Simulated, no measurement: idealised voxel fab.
voxel spacer lines: a process module
For reference, the cross-section in this document is cut, with width 295 nm and square cells of 5 nm.
When this document writes out a cross-section, it uses a grid of square cells and lists it as bands, beginning at the top and moving down, with a band standing for one or more rows of cells. Per band: top height and bottom height in nm, followed by the left-to-right materials and their widths in nm; "edge to edge" marks a single material spanning edge to edge, "air" marks empty space. Note: height 0 marks the level under which the wafer is uniformly one material as received. Lowest band unbounded below, written "z 0 and below". Think of "30 to 40" as a width that walks from the first number to the second as you go down the band, top row to bottom row, taking equal-sized steps from row to row. The cross-section has no changed cell in any step marked "nothing got changed". What "Closed cavities" gives you is every empty space of 8 cells or more that is cut off from the top. Each appears as width x height at distance, with the distance taken from the left edge and width, height and distance all in nm. Post-settings text on a step line: simulator's own remark regarding the step. The "overlay nm" setting may appear on a step's line; for a step that uses a mask, it gives how far to the right of its planned position the mask lay, and a negative value indicates the left.

**Steps planned for the process**
1. RECEIVE (material Si)
2. CONFORMAL_DEP (material Al2O3; thk nm 5)
3. DIRECTIONAL_DEP (material W; thk nm 15)
4. DIRECTIONAL_DEP (material aC; thk nm 20)
5. PATTERN (tone cover; mask id MANDREL; material resist; width nm 20; pitch nm 60; thk nm 25; overlay nm 0)
6. DIRECTIONAL_ETCH (etch materials aC; depth nm 20)
7. STRIP (etch materials resist)
8. CONFORMAL_DEP (material SiN; thk nm 10)
9. DIRECTIONAL_ETCH (etch materials SiN; depth nm 10)
10. STRIP (etch materials aC)
11. DIRECTIONAL_ETCH (etch materials W; depth nm 15)
12. STRIP (etch materials SiN)
13. FILL_DEP (material lowk; thk nm 5)
14. CMP (height nm 20)

**First wafer of two (run as planned)**

**Shown in cross-section is the wafer as received, that is, as it stands after step 1**
- z 0 and below  Si edge to edge
- Closed cavities: none

**The wafer in cross-section once step 2 is complete**
- z 5 to 0  Al2O3 edge to edge
- Below 0, no change.

**The wafer in cross-section once step 3 is complete**
- z 20 to 5  W edge to edge
- Below 5, no change.

**The wafer in cross-section once step 4 is complete**
- z 40 to 20  aC edge to edge
- Below 20, no change.

**The wafer in cross-section once step 5 is complete**
- z 65 to 40  air 75  resist 20  air 40  resist 20  air 40  resist 20  air 80
- Below 40, no change.

**The wafer in cross-section once step 6 is complete**
- z 45 to 40  air 75  resist 20  air 40  resist 20  air 40  resist 20  air 80
- z 40 to 20  air 75  aC 20  air 40  aC 20  air 40  aC 20  air 80
- Below 20, no change.

**The wafer in cross-section once step 7 is complete**
- z 40 to 20  air 75  aC 20  air 40  aC 20  air 40  aC 20  air 80
- Below 20, no change.

**The wafer in cross-section once step 8 is complete**
- z 50 to 40  air 65  SiN 40  air 20  SiN 40  air 20  SiN 40  air 70
- z 40 to 30  air 65  SiN 10  aC 20  SiN 10  air 20  SiN 10  aC 20  SiN 10  air 20  SiN 10  aC 20  SiN 10  air 70
- z 30 to 20  SiN 75  aC 20  SiN 40  aC 20  SiN 40  aC 20  SiN 80
- Below 20, no change.

**The wafer in cross-section once step 9 is complete**
- z 40 to 20  air 65  SiN 10  aC 20  SiN 10  air 20  SiN 10  aC 20  SiN 10  air 20  SiN 10  aC 20  SiN 10  air 70
- Below 20, no change.

**The wafer in cross-section once step 10 is complete**
- z 40 to 20  air 65  SiN 10  air 20  SiN 10  air 20  SiN 10  air 20  SiN 10  air 20  SiN 10  air 20  SiN 10  air 70
- Below 20, no change.

**The wafer in cross-section once step 11 is complete**
- z 40 to 20  air 65  SiN 10  air 20  SiN 10  air 20  SiN 10  air 20  SiN 10  air 20  SiN 10  air 20  SiN 10  air 70
- z 20 to 5  air 65  W 10  air 20  W 10  air 20  W 10  air 20  W 10  air 20  W 10  air 20  W 10  air 70
- Below 5, no change.

**The wafer in cross-section once step 12 is complete**
- z 20 to 5  air 65  W 10  air 20  W 10  air 20  W 10  air 20  W 10  air 20  W 10  air 20  W 10  air 70
- Below 5, no change.

**The wafer in cross-section once step 13 is complete**
- z 25 to 20  lowk edge to edge
- z 20 to 5  lowk 65  W 10  lowk 20  W 10  lowk 20  W 10  lowk 20  W 10  lowk 20  W 10  lowk 20  W 10  lowk 70
- Below 5, no change.

**The wafer in cross-section once step 14 is complete**
- z 20 to 5  lowk 65  W 10  lowk 20  W 10  lowk 20  W 10  lowk 20  W 10  lowk 20  W 10  lowk 20  W 10  lowk 70
- Below 5, no change.

**The Second Wafer: Common Origin and Plan, One Mistake in Execution, Identical to the First Through Step 11**

**X-section, second wafer, when step 12 was due to finish**
- z 20 to 5  air 65  W 10  air 20  W 10  air 20  W 10  air 20  W 10  air 20  W 10  air 20  W 10  air 70
- Below 5, no change.

**X-section, second wafer, when step 13 was due to finish**
- z 25 to 20  lowk edge to edge
- z 20 to 5  lowk 65  W 10  lowk 20  W 10  lowk 20  W 10  lowk 20  W 10  lowk 20  W 10  lowk 20  W 10  lowk 70
- Below 5, no change.

**X-section, second wafer, when step 14 was due to finish**
- z 20 to 5  lowk 65  W 10  lowk 20  W 10  lowk 20  W 10  lowk 20  W 10  lowk 20  W 10  lowk 20  W 10  lowk 70
- Below 5, no change.
Diagnosis: step 12 was run twice
If you compare the two wafers at the end, their cross-sections are the same, so as far as this model is concerned the mistake changes nothing.
